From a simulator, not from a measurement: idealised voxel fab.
Herein follows the process module entitled voxel trench capacitor.
The width of the displayed cross-section, cut, is 195 nm; its cells are square, with a size of 5 nm.
Square cells in a grid make up a cross-section in this document, and the grid is given as bands, listed from the top down, each one or more rows of cells.
Look at the band entry: it leads with the top's height and the bottom's height in nm. Then it lists the materials left to right, with a width in nm for each. The word "everywhere" on a single material says that material fills the band edge to edge. The word "air" is empty space.
Height is counted from the level 0, under which the received wafer is composed throughout of one material. The lowest of the bands is not closed at the bottom but continues downward, in the notation "0 and below".
Read "30..40" as a graded width: first number on top, second number at the bottom, same change between each pair of neighbouring rows.
For the purposes of this document, the phrase "no alteration" attached to a step denotes that no cell within the cross-section was modified by that step.
"Sealed cavities" enumerates empty spaces isolated from the top, with no open way to it, that contain at least 8 cells, giving each as width x height at distance from the left edge, all three in nm.
Where a step's line continues beyond its settings, the continuation is a remark by the simulator itself on that step.
The line of a step may include "overlay nm". On a step with a mask, this value is how far to the right of its planned place the mask lay. A negative value means the mask lay to the left.
These are the steps we planned for the process
1. RECEIVE: material Si
2. CONFORMAL_DEP: material SiN, thk nm 5
3. DIRECTIONAL_DEP: material aC, thk nm 15
4. PATTERN: tone open, mask id TRENCH, material resist, width nm 25, pitch nm 55, thk nm 35, overlay nm 0
5. DIRECTIONAL_ETCH: etch materials aC, depth nm 15
6. STRIP: etch materials resist
7. DIRECTIONAL_ETCH: etch materials SiN, depth nm 5
8. DIRECTIONAL_ETCH: etch materials Si, depth nm 35
9. STRIP: etch materials aC
10. CONFORMAL_DEP: material SiO2, thk nm 5
11. FILL_DEP: material polySi, thk nm 10
12. CMP: height nm 5
Cross-section of the wafer at receipt, which is the condition after step 1
* 0 and below  Si everywhere
* Sealed cavities: none
Cross-section at module end, one run error; start and plan unchanged from above
* 20 down to 10  polySi everywhere
* 10 down to 5  SiO2 35; polySi 15; SiO2 40; polySi 15; SiO2 40; polySi 15; SiO2 35
* 5 down to 0  SiN 30; SiO2 5; polySi 15; SiO2 5; SiN 30; SiO2 5; polySi 15; SiO2 5; SiN 30; SiO2 5; polySi 15; SiO2 5; SiN 30
* 0 down to -30  Si 30; SiO2 5; polySi 15; SiO2 5; Si 30; SiO2 5; polySi 15; SiO2 5; Si 30; SiO2 5; polySi 15; SiO2 5; Si 30
* -30 down to -35  Si 30; SiO2 25; Si 30; SiO2 25; Si 30; SiO2 25; Si 30
* -35 and below  Si everywhere
* Sealed cavities: none
what went wrong: step 12 was left out
